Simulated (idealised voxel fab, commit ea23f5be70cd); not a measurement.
process module | voxel wiring stack
cross-section cut | 240 nm wide | cells 5 nm
A cross-section is a grid of square cells, given in bands from the top down. A band is one or more rows of cells.
Each band's line starts with the height of the band's top and of its bottom, in nm. Then come its materials from left to right, each with its width in nm. One material with "throughout" fills the band from edge to edge. "air" is empty space.
Height 0 is the level under which the wafer as received is all one material. The lowest band goes on downwards, as in "0 down".
A width such as "30 to 40" changes by the same amount from each row of cells to the next, from the band's top row to its bottom row.
"no change" after a step means that no cell of the cross-section changed.
closed voids: empty space of 8 cells or more with no open way to the top, each as width x height at its distance from the left edge, in nm
after a step's settings: what the simulator itself notes on the step
overlay nm, on a step with a mask: how far to the right of its planned place the mask lay; to the left if negative
plan
1 op RECEIVE | material Si
2 op CONFORMAL_DEP | material SiO2 | thk nm 10
3 op DIRECTIONAL_DEP | material TiN | thk nm 5
4 op DIRECTIONAL_DEP | material W | thk nm 25
5 op DIRECTIONAL_DEP | material aC | thk nm 15
6 op PATTERN | tone cover | mask id METAL_1 | material resist | width nm 25 | pitch nm 40 | thk nm 30 | overlay nm 0
7 op DIRECTIONAL_ETCH | etch materials aC | depth nm 15
8 op STRIP | etch materials resist
9 op DIRECTIONAL_ETCH | etch materials W | depth nm 25
10 op DIRECTIONAL_ETCH | etch materials TiN | depth nm 5
11 op STRIP | etch materials aC
12 op CONFORMAL_DEP | material SiCN | thk nm 5
13 op FILL_DEP | material lowk | thk nm 5
14 op CMP | height nm 40
15 op CONFORMAL_DEP | material SiCN | thk nm 5
16 op DIRECTIONAL_DEP | material SiO2 | thk nm 20
17 op MASKED_ETCH | tone open | mask id PLUG_1 | width nm 15 | pitch nm 80 | etch materials SiO2 | depth nm 20 | overlay nm 0
18 op MASKED_ETCH | tone open | mask id PLUG_1 | width nm 15 | pitch nm 80 | etch materials SiCN | depth nm 5 | overlay nm 0
19 op EPI | material Ru | thk nm 10
20 op EPI | material Ru | thk nm 10
21 op EPI | material Ru | thk nm 5
22 op CONFORMAL_DEP | material SiN | thk nm 5
23 op DIRECTIONAL_DEP | material lowk | thk nm 20
24 op DIRECTIONAL_DEP | material aC | thk nm 15
25 op PATTERN | tone open | mask id METAL_2 | material resist | width nm 25 | pitch nm 40 | thk nm 35 | overlay nm 0
26 op DIRECTIONAL_ETCH | etch materials aC | depth nm 15
27 op STRIP | etch materials resist
28 op DIRECTIONAL_ETCH | etch materials lowk | depth nm 20
29 op DIRECTIONAL_ETCH | etch materials SiN | depth nm 5
30 op STRIP | etch materials aC
31 op CONFORMAL_DEP | material TiN | thk nm 5
32 op FILL_DEP | material Cu | thk nm 10
33 op CMP | height nm 90
34 op EPI | material Ru | thk nm 5
35 op FILL_DEP | material SiCN | thk nm 5
as received, after step 1
  0 down: Si throughout
  closed voids: none
first wafer at the end, as planned
  100 to 95: SiCN throughout
  95 to 90: SiCN 40 | Ru 35 | SiCN 5 | Ru 35 | SiCN 5 | Ru 35 | SiCN 5 | Ru 35 | SiCN 45
  90 to 70: lowk 45 | TiN 5 | Cu 15 | TiN 5 | lowk 15 | TiN 5 | Cu 15 | TiN 5 | lowk 15 | TiN 5 | Cu 15 | TiN 5 | lowk 15 | TiN 5 | Cu 15 | TiN 5 | lowk 50
  70 to 65: SiN 45 | TiN 25 | SiN 15 | TiN 25 | SiN 15 | TiN 25 | SiN 15 | TiN 25 | SiN 50
  65 to 45: SiO2 45 | Ru 15 | SiO2 65 | Ru 15 | SiO2 100
  45 to 40: SiCN 45 | Ru 15 | SiCN 65 | Ru 15 | SiCN 100
  40 to 15: lowk 40 | SiCN 5 | W 25 | SiCN 5 | lowk 5 | SiCN 5 | W 25 | SiCN 5 | lowk 5 | SiCN 5 | W 25 | SiCN 5 | lowk 5 | SiCN 5 | W 25 | SiCN 5 | lowk 45
  15 to 10: SiCN 45 | TiN 25 | SiCN 15 | TiN 25 | SiCN 15 | TiN 25 | SiCN 15 | TiN 25 | SiCN 50
  10 to 0: SiO2 throughout
  0 down: Si throughout
  closed voids: none
second wafer at the end: like start, like plan, one mistake
  100 to 95: SiCN throughout
  95 to 90: SiCN 40 | Ru 35 | SiCN 5 | Ru 35 | SiCN 5 | Ru 35 | SiCN 5 | Ru 35 | SiCN 45
  90 to 70: lowk 45 | TiN 5 | Cu 15 | TiN 5 | lowk 15 | TiN 5 | Cu 15 | TiN 5 | lowk 15 | TiN 5 | Cu 15 | TiN 5 | lowk 15 | TiN 5 | Cu 15 | TiN 5 | lowk 50
  70 to 65: SiN 45 | TiN 25 | SiN 15 | TiN 25 | SiN 15 | TiN 25 | SiN 15 | TiN 25 | SiN 50
  65 to 45: SiO2 45 | SiN 5 | TiN 5 | SiN 5 | SiO2 65 | SiN 5 | TiN 5 | SiN 5 | SiO2 100
  45 to 40: SiCN 45 | SiN 5 | TiN 5 | SiN 5 | SiCN 65 | SiN 5 | TiN 5 | SiN 5 | SiCN 100
  40 to 15: W 45 | SiCN 5 | lowk 15 | SiCN 5 | W 15 | SiCN 5 | lowk 15 | SiCN 5 | W 15 | SiCN 5 | lowk 15 | SiCN 5 | W 15 | SiCN 5 | lowk 15 | SiCN 5 | W 50
  15 to 10: TiN 45 | SiCN 25 | TiN 15 | SiCN 25 | TiN 15 | SiCN 25 | TiN 15 | SiCN 25 | TiN 50
  10 to 0: SiO2 throughout
  0 down: Si throughout
  closed voids: none
what went wrong: step 6 ran as: op PATTERN | tone open | mask id METAL_1 | material resist | width nm 25 | pitch nm 40 | thk nm 30 | overlay nm 0
at the end the second wafer has, in cells: 30 fewer of Ru | 8 fewer of SiCN | 20 more of SiN | 18 more of TiN | 40 more of W | 40 fewer of lowk
